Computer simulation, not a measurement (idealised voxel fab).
Title: Process Module voxel self aligned contacts
The cross-section shown here is cut; it is 285 nm wide and divided into square cells measuring 5 nm on a side.
When this document writes out a cross-section, it uses a grid of square cells and lists it as bands, beginning at the top and moving down, with a band standing for one or more rows of cells.
This entry defines a band. It first specifies the height of the band's top and the height of its bottom in nm, and then specifies the band's materials from left to right, stating each material with its width in nm. The word "edge to edge" identifies a single material that fills the band from edge to edge, while the word "blank" identifies empty space.
For the purposes of this specification, 0 denotes the height below which the wafer in its as-received condition is composed wholly of one material, and the lowermost band, lacking a lower limit, extends downward without end, as expressed in "0 nm and below".
When a width is written as two numbers, as in "30 to 40", the first number is the width in the top row of cells of the band and the second is the width in its bottom row, and the width changes by the same amount from each row to the next.
A step reported as "remained the same" is a step in which no cell of the cross-section changed.
Voids not open to the top, 8 cells minimum: see "Enclosed internal cavities". Written width x height at distance; distance is from the left edge; nm.
after a step's settings: what the simulator itself notes on the step
Each step line may optionally specify "overlay nm", which for a step with a mask gives the rightward distance between the mask's planned place and where it lay, a negative value indicating the leftward direction.
# Steps planned for the process
| 1 | RECEIVE: material Si |
| 2 | OXIDIZE: depth nm 5 |
| 3 | DIRECTIONAL_DEP: material polySi, thk nm 30 |
| 4 | DIRECTIONAL_DEP: material SiN, thk nm 20 |
| 5 | DIRECTIONAL_DEP: material aC, thk nm 15 |
| 6 | PATTERN: tone cover, mask id GATE, material resist, width nm 25, pitch nm 60, thk nm 30, overlay nm 0 |
| 7 | DIRECTIONAL_ETCH: etch materials aC, depth nm 15 |
| 8 | STRIP: etch materials resist |
| 9 | DIRECTIONAL_ETCH: etch materials SiN, depth nm 20 |
| 10 | DIRECTIONAL_ETCH: etch materials polySi, depth nm 30 |
| 11 | STRIP: etch materials aC |
| 12 | CONFORMAL_DEP: material SiN, thk nm 10 |
| 13 | DIRECTIONAL_ETCH: etch materials SiN, depth nm 10 |
| 14 | FILL_DEP: material SiO2, thk nm 15 |
| 15 | CMP: height nm 55 |
| 16 | MASKED_ETCH: tone open, mask id CONTACT, width nm 45, pitch nm 60, etch materials SiO2, depth nm 60, overlay nm 0 |
| 17 | CONFORMAL_DEP: material TiN, thk nm 5 |
| 18 | FILL_DEP: material Ru, thk nm 10 |
| 19 | CMP: height nm 55 |
| 20 | CONFORMAL_DEP: material SiN, thk nm 5 |
# What follows covers the first of two wafers; it ran as planned
# Wafer as received: cross-section following step 1
> 0 nm and below = Si edge to edge
> Enclosed internal cavities: none
# Cross-section of the wafer after step 2
> 0 nm to -5 nm = SiO2 edge to edge
> Beneath the level -5, the cross-section is identical to its previous state.
# Cross-section of the wafer after step 3
> 30 nm to 0 nm = polySi edge to edge
> Beneath the level 0, the cross-section is identical to its previous state.
# Cross-section of the wafer after step 4
> 50 nm to 30 nm = SiN edge to edge
> Beneath the level 30, the cross-section is identical to its previous state.
# Cross-section of the wafer after step 5
> 65 nm to 50 nm = aC edge to edge
> Beneath the level 50, the cross-section is identical to its previous state.
# Cross-section of the wafer after step 6
> 95 nm to 65 nm = blank (70), then resist (25), then blank (35), then resist (25), then blank (35), then resist (25), then blank (70)
> Beneath the level 65, the cross-section is identical to its previous state.
# Cross-section of the wafer after step 7
> 80 nm to 65 nm = blank (70), then resist (25), then blank (35), then resist (25), then blank (35), then resist (25), then blank (70)
> 65 nm to 50 nm = blank (70), then aC (25), then blank (35), then aC (25), then blank (35), then aC (25), then blank (70)
> Beneath the level 50, the cross-section is identical to its previous state.
# Cross-section of the wafer after step 8
> 65 nm to 50 nm = blank (70), then aC (25), then blank (35), then aC (25), then blank (35), then aC (25), then blank (70)
> Beneath the level 50, the cross-section is identical to its previous state.
# Cross-section of the wafer after step 9
> 65 nm to 50 nm = blank (70), then aC (25), then blank (35), then aC (25), then blank (35), then aC (25), then blank (70)
> 50 nm to 30 nm = blank (70), then SiN (25), then blank (35), then SiN (25), then blank (35), then SiN (25), then blank (70)
> Beneath the level 30, the cross-section is identical to its previous state.
# Cross-section of the wafer after step 10
> 65 nm to 50 nm = blank (70), then aC (25), then blank (35), then aC (25), then blank (35), then aC (25), then blank (70)
> 50 nm to 30 nm = blank (70), then SiN (25), then blank (35), then SiN (25), then blank (35), then SiN (25), then blank (70)
> 30 nm to 0 nm = blank (70), then polySi (25), then blank (35), then polySi (25), then blank (35), then polySi (25), then blank (70)
> Beneath the level 0, the cross-section is identical to its previous state.
# Cross-section of the wafer after step 11
> 50 nm to 30 nm = blank (70), then SiN (25), then blank (35), then SiN (25), then blank (35), then SiN (25), then blank (70)
> Beneath the level 30, the cross-section is identical to its previous state.
# Cross-section of the wafer after step 12
> 60 nm to 30 nm = blank (60), then SiN (45), then blank (15), then SiN (45), then blank (15), then SiN (45), then blank (60)
> 30 nm to 10 nm = blank (60), then SiN (10), then polySi (25), then SiN (10), then blank (15), then SiN (10), then polySi (25), then SiN (10), then blank (15), then SiN (10), then polySi (25), then SiN (10), then blank (60)
> 10 nm to 0 nm = SiN (70), then polySi (25), then SiN (35), then polySi (25), then SiN (35), then polySi (25), then SiN (70)
> Beneath the level 0, the cross-section is identical to its previous state.
# Cross-section of the wafer after step 13
> 50 nm to 30 nm = blank (60), then SiN (45), then blank (15), then SiN (45), then blank (15), then SiN (45), then blank (60)
> 30 nm to 0 nm = blank (60), then SiN (10), then polySi (25), then SiN (10), then blank (15), then SiN (10), then polySi (25), then SiN (10), then blank (15), then SiN (10), then polySi (25), then SiN (10), then blank (60)
> Beneath the level 0, the cross-section is identical to its previous state.
# Cross-section of the wafer after step 14
> 65 nm to 50 nm = SiO2 edge to edge
> 50 nm to 30 nm = SiO2 (60), then SiN (45), then SiO2 (15), then SiN (45), then SiO2 (15), then SiN (45), then SiO2 (60)
> 30 nm to 0 nm = SiO2 (60), then SiN (10), then polySi (25), then SiN (10), then SiO2 (15), then SiN (10), then polySi (25), then SiN (10), then SiO2 (15), then SiN (10), then polySi (25), then SiN (10), then SiO2 (60)
> Beneath the level 0, the cross-section is identical to its previous state.
# Cross-section of the wafer after step 15
> 55 nm to 50 nm = SiO2 edge to edge
> Beneath the level 50, the cross-section is identical to its previous state.
# Cross-section of the wafer after step 16
> 55 nm to 50 nm = SiO2 (90), then blank (45), then SiO2 (15), then blank (45), then SiO2 (90)
> 50 nm to 30 nm = SiO2 (60), then SiN (45), then blank (15), then SiN (45), then blank (15), then SiN (45), then SiO2 (60)
> 30 nm to 0 nm = SiO2 (60), then SiN (10), then polySi (25), then SiN (10), then blank (15), then SiN (10), then polySi (25), then SiN (10), then blank (15), then SiN (10), then polySi (25), then SiN (10), then SiO2 (60)
> 0 nm to -5 nm = SiO2 (105), then blank (15), then SiO2 (45), then blank (15), then SiO2 (105)
> Beneath the level -5, the cross-section is identical to its previous state.
# Cross-section of the wafer after step 17
> 60 nm to 55 nm = TiN (95), then blank (35), then TiN (25), then blank (35), then TiN (95)
> 55 nm to 50 nm = SiO2 (90), then TiN (20), then blank (5), then TiN (20), then SiO2 (15), then TiN (20), then blank (5), then TiN (20), then SiO2 (90)
> 50 nm to 30 nm = SiO2 (60), then SiN (45), then TiN (5), then blank (5), then TiN (5), then SiN (45), then TiN (5), then blank (5), then TiN (5), then SiN (45), then SiO2 (60)
> 30 nm to 0 nm = SiO2 (60), then SiN (10), then polySi (25), then SiN (10), then TiN (5), then blank (5), then TiN (5), then SiN (10), then polySi (25), then SiN (10), then TiN (5), then blank (5), then TiN (5), then SiN (10), then polySi (25), then SiN (10), then SiO2 (60)
> 0 nm to -5 nm = SiO2 (105), then TiN (15), then SiO2 (45), then TiN (15), then SiO2 (105)
> Beneath the level -5, the cross-section is identical to its previous state.
# Cross-section of the wafer after step 18
> 70 nm to 60 nm = Ru edge to edge
> 60 nm to 55 nm = TiN (95), then Ru (35), then TiN (25), then Ru (35), then TiN (95)
> 55 nm to 50 nm = SiO2 (90), then TiN (20), then Ru (5), then TiN (20), then SiO2 (15), then TiN (20), then Ru (5), then TiN (20), then SiO2 (90)
> 50 nm to 30 nm = SiO2 (60), then SiN (45), then TiN (5), then Ru (5), then TiN (5), then SiN (45), then TiN (5), then Ru (5), then TiN (5), then SiN (45), then SiO2 (60)
> 30 nm to 0 nm = SiO2 (60), then SiN (10), then polySi (25), then SiN (10), then TiN (5), then Ru (5), then TiN (5), then SiN (10), then polySi (25), then SiN (10), then TiN (5), then Ru (5), then TiN (5), then SiN (10), then polySi (25), then SiN (10), then SiO2 (60)
> Beneath the level 0, the cross-section is identical to its previous state.
# Cross-section of the wafer after step 19
> 55 nm to 50 nm = SiO2 (90), then TiN (20), then Ru (5), then TiN (20), then SiO2 (15), then TiN (20), then Ru (5), then TiN (20), then SiO2 (90)
> Beneath the level 50, the cross-section is identical to its previous state.
# Cross-section of the wafer after step 20
> 60 nm to 55 nm = SiN edge to edge
> Beneath the level 55, the cross-section is identical to its previous state.
# The remaining wafer, second of the two, started like the first and was run to the same plan, except that one mistake was made along the way; the two coincide through step 2, inclusive
# What the second wafer looks like in cross-section when step 3 should have wrapped up
> 20 nm to 0 nm = SiN edge to edge
> Beneath the level 0, the cross-section is identical to its previous state.
# What the second wafer looks like in cross-section when step 4 should have wrapped up
> 50 nm to 20 nm = polySi edge to edge
> Beneath the level 20, the cross-section is identical to its previous state.
# What the second wafer looks like in cross-section when step 5 should have wrapped up
> 65 nm to 50 nm = aC edge to edge
> Beneath the level 50, the cross-section is identical to its previous state.
# What the second wafer looks like in cross-section when step 6 should have wrapped up
> 95 nm to 65 nm = blank (70), then resist (25), then blank (35), then resist (25), then blank (35), then resist (25), then blank (70)
> Beneath the level 65, the cross-section is identical to its previous state.
# What the second wafer looks like in cross-section when step 7 should have wrapped up
> 80 nm to 65 nm = blank (70), then resist (25), then blank (35), then resist (25), then blank (35), then resist (25), then blank (70)
> 65 nm to 50 nm = blank (70), then aC (25), then blank (35), then aC (25), then blank (35), then aC (25), then blank (70)
> Beneath the level 50, the cross-section is identical to its previous state.
# What the second wafer looks like in cross-section when step 8 should have wrapped up
> 65 nm to 50 nm = blank (70), then aC (25), then blank (35), then aC (25), then blank (35), then aC (25), then blank (70)
> Beneath the level 50, the cross-section is identical to its previous state.
What the second wafer looks like in cross-section when step 9 should have wrapped up: remained the same
# What the second wafer looks like in cross-section when step 10 should have wrapped up
> 65 nm to 50 nm = blank (70), then aC (25), then blank (35), then aC (25), then blank (35), then aC (25), then blank (70)
> 50 nm to 20 nm = blank (70), then polySi (25), then blank (35), then polySi (25), then blank (35), then polySi (25), then blank (70)
> Beneath the level 20, the cross-section is identical to its previous state.
# What the second wafer looks like in cross-section when step 11 should have wrapped up
> 50 nm to 20 nm = blank (70), then polySi (25), then blank (35), then polySi (25), then blank (35), then polySi (25), then blank (70)
> Beneath the level 20, the cross-section is identical to its previous state.
# What the second wafer looks like in cross-section when step 12 should have wrapped up
> 60 nm to 50 nm = blank (60), then SiN (45), then blank (15), then SiN (45), then blank (15), then SiN (45), then blank (60)
> 50 nm to 30 nm = blank (60), then SiN (10), then polySi (25), then SiN (10), then blank (15), then SiN (10), then polySi (25), then SiN (10), then blank (15), then SiN (10), then polySi (25), then SiN (10), then blank (60)
> 30 nm to 20 nm = SiN (70), then polySi (25), then SiN (35), then polySi (25), then SiN (35), then polySi (25), then SiN (70)
> Beneath the level 20, the cross-section is identical to its previous state.
# What the second wafer looks like in cross-section when step 13 should have wrapped up
> 50 nm to 20 nm = blank (60), then SiN (10), then polySi (25), then SiN (10), then blank (15), then SiN (10), then polySi (25), then SiN (10), then blank (15), then SiN (10), then polySi (25), then SiN (10), then blank (60)
> Beneath the level 20, the cross-section is identical to its previous state.
# What the second wafer looks like in cross-section when step 14 should have wrapped up
> 65 nm to 50 nm = SiO2 edge to edge
> 50 nm to 20 nm = SiO2 (60), then SiN (10), then polySi (25), then SiN (10), then SiO2 (15), then SiN (10), then polySi (25), then SiN (10), then SiO2 (15), then SiN (10), then polySi (25), then SiN (10), then SiO2 (60)
> Beneath the level 20, the cross-section is identical to its previous state.
# What the second wafer looks like in cross-section when step 15 should have wrapped up
> 55 nm to 50 nm = SiO2 edge to edge
> Beneath the level 50, the cross-section is identical to its previous state.
# What the second wafer looks like in cross-section when step 16 should have wrapped up
> 55 nm to 50 nm = SiO2 (90), then blank (45), then SiO2 (15), then blank (45), then SiO2 (90)
> 50 nm to 20 nm = SiO2 (60), then SiN (10), then polySi (25), then SiN (10), then blank (15), then SiN (10), then polySi (25), then SiN (10), then blank (15), then SiN (10), then polySi (25), then SiN (10), then SiO2 (60)
> Beneath the level 20, the cross-section is identical to its previous state.
# What the second wafer looks like in cross-section when step 17 should have wrapped up
> 60 nm to 55 nm = TiN (95), then blank (35), then TiN (25), then blank (35), then TiN (95)
> 55 nm to 50 nm = SiO2 (90), then TiN (20), then blank (5), then TiN (20), then SiO2 (15), then TiN (20), then blank (5), then TiN (20), then SiO2 (90)
> 50 nm to 25 nm = SiO2 (60), then SiN (10), then polySi (25), then SiN (10), then TiN (5), then blank (5), then TiN (5), then SiN (10), then polySi (25), then SiN (10), then TiN (5), then blank (5), then TiN (5), then SiN (10), then polySi (25), then SiN (10), then SiO2 (60)
> 25 nm to 20 nm = SiO2 (60), then SiN (10), then polySi (25), then SiN (10), then TiN (15), then SiN (10), then polySi (25), then SiN (10), then TiN (15), then SiN (10), then polySi (25), then SiN (10), then SiO2 (60)
> Beneath the level 20, the cross-section is identical to its previous state.
# What the second wafer looks like in cross-section when step 18 should have wrapped up
> 70 nm to 60 nm = Ru edge to edge
> 60 nm to 55 nm = TiN (95), then Ru (35), then TiN (25), then Ru (35), then TiN (95)
> 55 nm to 50 nm = SiO2 (90), then TiN (20), then Ru (5), then TiN (20), then SiO2 (15), then TiN (20), then Ru (5), then TiN (20), then SiO2 (90)
> 50 nm to 25 nm = SiO2 (60), then SiN (10), then polySi (25), then SiN (10), then TiN (5), then Ru (5), then TiN (5), then SiN (10), then polySi (25), then SiN (10), then TiN (5), then Ru (5), then TiN (5), then SiN (10), then polySi (25), then SiN (10), then SiO2 (60)
> Beneath the level 25, the cross-section is identical to its previous state.
# What the second wafer looks like in cross-section when step 19 should have wrapped up
> 55 nm to 50 nm = SiO2 (90), then TiN (20), then Ru (5), then TiN (20), then SiO2 (15), then TiN (20), then Ru (5), then TiN (20), then SiO2 (90)
> Beneath the level 50, the cross-section is identical to its previous state.
# What the second wafer looks like in cross-section when step 20 should have wrapped up
> 60 nm to 55 nm = SiN edge to edge
> Beneath the level 55, the cross-section is identical to its previous state.
So what did we get wrong on this run? steps 3 and 4 run out of order (swapped)
Wafer comparison, final, in cells, second relative to first, materials more or fewer: Ru -10; SiN +120; SiO2 -90; TiN -20
